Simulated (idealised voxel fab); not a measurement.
The process module presented herein is designated voxel ribs on slabs.
The cross-section on display is named cut; it measures 300 nm wide, and its cells are 5 nm squares.
A cross-section is written here as square cells arranged in a grid, and it is given in bands from the top down, each band taking up one or more rows of cells. Read a band's entry like this: the first values are the height of its top and the height of its bottom in nm, and what follows is the sequence of materials from left to right, each with its width in nm. Note that "blank" is empty space, and that a single material marked "everywhere" reaches across the band from edge to edge. We count height from 0. Below that, the starting wafer is all one material. The lowest band never ends at the bottom but goes on down; see "from 0 down" for how that is written. Width spec "30->40" -> top row of cells at first value, bottom row at second value, equal per-row change in between. Take "remained unchanged" at face value: in the step it is given for, the cross-section changed in none of its cells. The list in "Non-vented voids" covers empty spaces of 8 cells or more that cannot reach the top through any open way, and it gives each as width x height at distance; the distance is from the left edge, and width, height and distance are in nm. Post-settings text on a step line: simulator's own remark regarding the step. The optional step-line setting "overlay nm" applies to steps with a mask and quantifies how far to the right of its planned location the mask lay, a negative value indicating leftward placement.
Here's what the planned process steps look like:
1) RECEIVE with material Si
2) DIRECTIONAL_DEP with material SiO2, thk nm 25
3) DIRECTIONAL_DEP with material polySi, thk nm 20
4) PATTERN with tone cover, mask id RIB, material resist, width nm 30, thk nm 15, overlay nm 0
5) DIRECTIONAL_ETCH with etch materials polySi, depth nm 15
6) STRIP with etch materials resist
7) PATTERN with tone cover, mask id SLAB, material resist, width nm 90, thk nm 20, overlay nm 0
8) DIRECTIONAL_ETCH with etch materials polySi, depth nm 5
9) STRIP with etch materials resist
10) FILL_DEP with material SiO2, thk nm 20
11) CMP with height nm 60
12) DIRECTIONAL_DEP with material W, thk nm 5
13) PATTERN with tone cover, mask id HEATER, material resist, width nm 40, thk nm 20, overlay nm 0
14) DIRECTIONAL_ETCH with etch materials W, depth nm 5
15) STRIP with etch materials resist
16) CONFORMAL_DEP with material SiN, thk nm 5
The cross-section here shows the wafer as received, i.e. in its state after step 1:
* from 0 down: Si everywhere
* Non-vented voids: none
Cross-section: first of two wafers, module finished, run according to plan:
* from 70 to 65: 125 blank; 50 SiN; 125 blank
* from 65 to 60: 130 SiN; 40 W; 130 SiN
* from 60 to 45: SiO2 everywhere
* from 45 to 30: 135 SiO2; 30 polySi; 135 SiO2
* from 30 to 25: 105 SiO2; 90 polySi; 105 SiO2
* from 25 to 0: SiO2 everywhere
* from 0 down: Si everywhere
* Non-vented voids: none
Cross-section at end of module for the second wafer of two, which matched the first in starting point and plan and differed by one mistake in its processing:
* from 70 to 65: 130 blank; 50 SiN; 120 blank
* from 65 to 60: 135 SiN; 40 W; 125 SiN
* from 60 to 45: SiO2 everywhere
* from 45 to 30: 135 SiO2; 30 polySi; 135 SiO2
* from 30 to 25: 105 SiO2; 90 polySi; 105 SiO2
* from 25 to 0: SiO2 everywhere
* from 0 down: Si everywhere
* Non-vented voids: none
Here's what went sideways: step 13 ran as: PATTERN with tone cover, mask id HEATER, material resist, width nm 40, thk nm 20, overlay nm 5
In the final comparison it is observed that the number of cells assigned to each material is identical for the two wafers, whereas their placement is not.
